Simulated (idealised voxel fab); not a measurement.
The following process module bears the name voxel self aligned vias.
FYI the section here is cut, 270 nm wide, cells are 5 nm squares.
A cross-section in this document is a grid of square cells, and it is written down as bands, the top band listed before the ones below it; a band is made up of one or more rows of cells. The entry gives the band's vertical extent as a top height and a bottom height in nm, then its horizontal make-up as materials from left to right, each with a width in nm. "air" stands for empty space; a single material marked "all across" fills the band edge to edge. Heads up on the height convention: 0 is the point under which the incoming wafer is all one material, and the lowest band has no bottom, it just keeps going down, like "top 0, no bottom". Graded width ("30->40"): value in top row of band = first number; value in bottom row = second number; row-to-row change constant. Step note "no change occurred" = no cross-section cell changed. "Enclosed cavity list" lists enclosed empty spaces (at least 8 cells, no open path upward to the top), each as width x height at distance from the left edge, in nm. That trailing text on a step's line, after the settings, is the simulator's own remark on the step. A step line may carry the setting "overlay nm", which, for steps involving a mask, states the distance by which the mask lay to the right of its intended position; negative values denote displacement to the left.

### Planned process steps
1: RECEIVE [material Si]
2: CONFORMAL_DEP [material SiO2] [thk nm 15]
3: CONFORMAL_DEP [material SiCN] [thk nm 5]
4: DIRECTIONAL_DEP [material lowk] [thk nm 30]
5: MASKED_ETCH [tone open] [mask id LINES] [width nm 25] [pitch nm 75] [etch materials lowk] [depth nm 30] [overlay nm 0]
6: CONFORMAL_DEP [material TiN] [thk nm 5]
7: FILL_DEP [material W] [thk nm 10]
8: CMP [height nm 50]
9: SELECTIVE_ETCH [etch materials W Ru TiN] [depth nm 5]
10: FILL_DEP [material SiN] [thk nm 5]
11: CMP [height nm 50]
12: DIRECTIONAL_DEP [material lowk] [thk nm 15]
13: MASKED_ETCH [tone open] [mask id VIAS] [width nm 45] [pitch nm 75] [etch materials lowk] [depth nm 15] [overlay nm 0]
14: MASKED_ETCH [tone open] [mask id VIAS] [width nm 45] [pitch nm 75] [etch materials SiN] [depth nm 5] [overlay nm 0]
15: CONFORMAL_DEP [material TiN] [thk nm 5]
16: FILL_DEP [material Cu] [thk nm 10]
17: CMP [height nm 65]
18: CONFORMAL_DEP [material SiN] [thk nm 5]

### Here's what the wafer looked like in cross-section when it arrived - that's after step 1
	top 0, no bottom: Si all across
	Enclosed cavity list: none

### First of two wafers, end-of-module section, run followed plan
	top 70, bottom 65: SiN all across
	top 65, bottom 55: lowk: 35, then TiN: 5, then Cu: 35, then TiN: 5, then lowk: 30, then TiN: 5, then Cu: 35, then TiN: 5, then lowk: 30, then TiN: 5, then Cu: 35, then TiN: 5, then lowk: 40
	top 55, bottom 50: lowk: 35, then TiN: 15, then Cu: 15, then TiN: 15, then lowk: 30, then TiN: 15, then Cu: 15, then TiN: 15, then lowk: 30, then TiN: 15, then Cu: 15, then TiN: 15, then lowk: 40
	top 50, bottom 45: lowk: 45, then TiN: 25, then lowk: 50, then TiN: 25, then lowk: 50, then TiN: 25, then lowk: 50
	top 45, bottom 25: lowk: 45, then TiN: 5, then W: 15, then TiN: 5, then lowk: 50, then TiN: 5, then W: 15, then TiN: 5, then lowk: 50, then TiN: 5, then W: 15, then TiN: 5, then lowk: 50
	top 25, bottom 20: lowk: 45, then TiN: 25, then lowk: 50, then TiN: 25, then lowk: 50, then TiN: 25, then lowk: 50
	top 20, bottom 15: SiCN all across
	top 15, bottom 0: SiO2 all across
	top 0, no bottom: Si all across
	Enclosed cavity list: none

### Second wafer cross-section at end of module - shared start and plan with the first, one mistake in the run
	top 70, bottom 65: SiN all across
	top 65, bottom 55: lowk: 45, then TiN: 5, then Cu: 35, then TiN: 5, then lowk: 30, then TiN: 5, then Cu: 35, then TiN: 5, then lowk: 30, then TiN: 5, then Cu: 35, then TiN: 5, then lowk: 30
	top 55, bottom 50: lowk: 45, then TiN: 5, then Cu: 15, then TiN: 25, then lowk: 30, then TiN: 5, then Cu: 15, then TiN: 25, then lowk: 30, then TiN: 5, then Cu: 15, then TiN: 25, then lowk: 30
	top 50, bottom 45: lowk: 45, then TiN: 25, then lowk: 50, then TiN: 25, then lowk: 50, then TiN: 25, then lowk: 50
	top 45, bottom 25: lowk: 45, then TiN: 5, then W: 15, then TiN: 5, then lowk: 50, then TiN: 5, then W: 15, then TiN: 5, then lowk: 50, then TiN: 5, then W: 15, then TiN: 5, then lowk: 50
	top 25, bottom 20: lowk: 45, then TiN: 25, then lowk: 50, then TiN: 25, then lowk: 50, then TiN: 25, then lowk: 50
	top 20, bottom 15: SiCN all across
	top 15, bottom 0: SiO2 all across
	top 0, no bottom: Si all across
	Enclosed cavity list: none
Against the plan, the run slipped here: off-plan run, step 13, actual operation and settings MASKED_ETCH [tone open] [mask id VIAS] [width nm 45] [pitch nm 75] [etch materials lowk] [depth nm 15] [overlay nm 10]
When the process is done, the second wafer contains the same cell count of every material as the first wafer, but distributed over other locations.
